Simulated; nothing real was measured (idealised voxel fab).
process module | voxel capacitor over wiring
cross-section cut | 215 nm wide | cells 5 nm
A cross-section is a grid of square cells, given in bands from the top down. A band is one or more rows of cells.
Each band's line starts with the height of the band's top and of its bottom, in nm. Then come its materials from left to right, each with its width in nm. One material with "throughout" fills the band from edge to edge. "air" is empty space.
Height 0 is the level under which the wafer as received is all one material. The lowest band goes on downwards, as in "0 down".
A width such as "30 to 40" changes by the same amount from each row of cells to the next, from the band's top row to its bottom row.
"no change" after a step means that no cell of the cross-section changed.
closed voids: empty space of 8 cells or more with no open way to the top, each as width x height at its distance from the left edge, in nm
after a step's settings: what the simulator itself notes on the step
overlay nm, on a step with a mask: how far to the right of its planned place the mask lay; to the left if negative
plan
1 op RECEIVE | material Si
2 op CONFORMAL_DEP | material SiO2 | thk nm 15
3 op CONFORMAL_DEP | material SiN | thk nm 5
4 op DIRECTIONAL_DEP | material SiO2 | thk nm 25
5 op PATTERN | tone open | mask id METAL_1 | material resist | width nm 25 | pitch nm 80 | thk nm 15 | overlay nm 0
6 op DIRECTIONAL_ETCH | etch materials SiO2 | depth nm 25
7 op DIRECTIONAL_ETCH | etch materials SiN | depth nm 5
8 op STRIP | etch materials resist
9 op CONFORMAL_DEP | material TiN | thk nm 5
10 op FILL_DEP | material W | thk nm 10
11 op CMP | height nm 45
12 op EPI | material Ru | thk nm 5
13 op FILL_DEP | material SiCN | thk nm 5
14 op DIRECTIONAL_DEP | material lowk | thk nm 15
15 op PATTERN | tone open | mask id PLUG_1 | material resist | width nm 15 | thk nm 15 | overlay nm 0
16 op DIRECTIONAL_ETCH | etch materials lowk | depth nm 15
17 op DIRECTIONAL_ETCH | etch materials SiCN | depth nm 5
18 op STRIP | etch materials resist
19 op EPI | material Ru | thk nm 10
20 op EPI | material Ru | thk nm 10
21 op DIRECTIONAL_DEP | material TiN | thk nm 5
22 op DIRECTIONAL_DEP | material HfO2 | thk nm 5
23 op DIRECTIONAL_DEP | material TiN | thk nm 5
24 op PATTERN | tone cover | mask id UPPER_PLATE | material resist | width nm 60 | thk nm 20 | overlay nm 0
25 op DIRECTIONAL_ETCH | etch materials TiN | depth nm 5
26 op DIRECTIONAL_ETCH | etch materials HfO2 | depth nm 5
27 op STRIP | etch materials resist
28 op PATTERN | tone cover | mask id LOWER_PLATE | material resist | width nm 70 | thk nm 20 | overlay nm 0
29 op DIRECTIONAL_ETCH | etch materials TiN | depth nm 5
30 op STRIP | etch materials resist
31 op FILL_DEP | material SiO2 | thk nm 20
32 op CMP | height nm 100
33 op MASKED_ETCH | tone open | mask id PLUG_2 | width nm 15 | etch materials SiO2 | depth nm 15 | overlay nm 0
34 op CONFORMAL_DEP | material TiN | thk nm 5
35 op FILL_DEP | material Ru | thk nm 10
36 op CMP | height nm 100
37 op CONFORMAL_DEP | material SiCN | thk nm 5
as received, after step 1
  0 down: Si throughout
  closed voids: none
a wafer at the end: this start, this plan, one mistake
  105 to 100: SiCN throughout
  100 to 90: SiO2 80 | TiN 5 | Ru 5 | TiN 5 | SiO2 120
  90 to 80: SiO2 80 to 65 | TiN 15 to 60 | SiO2 120 to 90
  80 to 75: SiO2 65 | HfO2 60 | SiO2 90
  75 to 70: SiO2 60 | TiN 70 | SiO2 85
  70 to 55: lowk 65 | Ru 15 | lowk 135
  55 to 50: SiCN 65 | Ru 15 | SiCN 135
  50 to 45: SiCN 50 | Ru 35 | SiCN 45 | Ru 35 | SiCN 50
  45 to 20: SiO2 55 | TiN 5 | W 15 | TiN 5 | SiO2 55 | TiN 5 | W 15 | TiN 5 | SiO2 55
  20 to 15: SiN 55 | TiN 25 | SiN 55 | TiN 25 | SiN 55
  15 to 0: SiO2 throughout
  0 down: Si throughout
  closed voids: none
what went wrong: step 33 ran as: op MASKED_ETCH | tone open | mask id PLUG_2 | width nm 15 | etch materials SiO2 | depth nm 15 | overlay nm 5
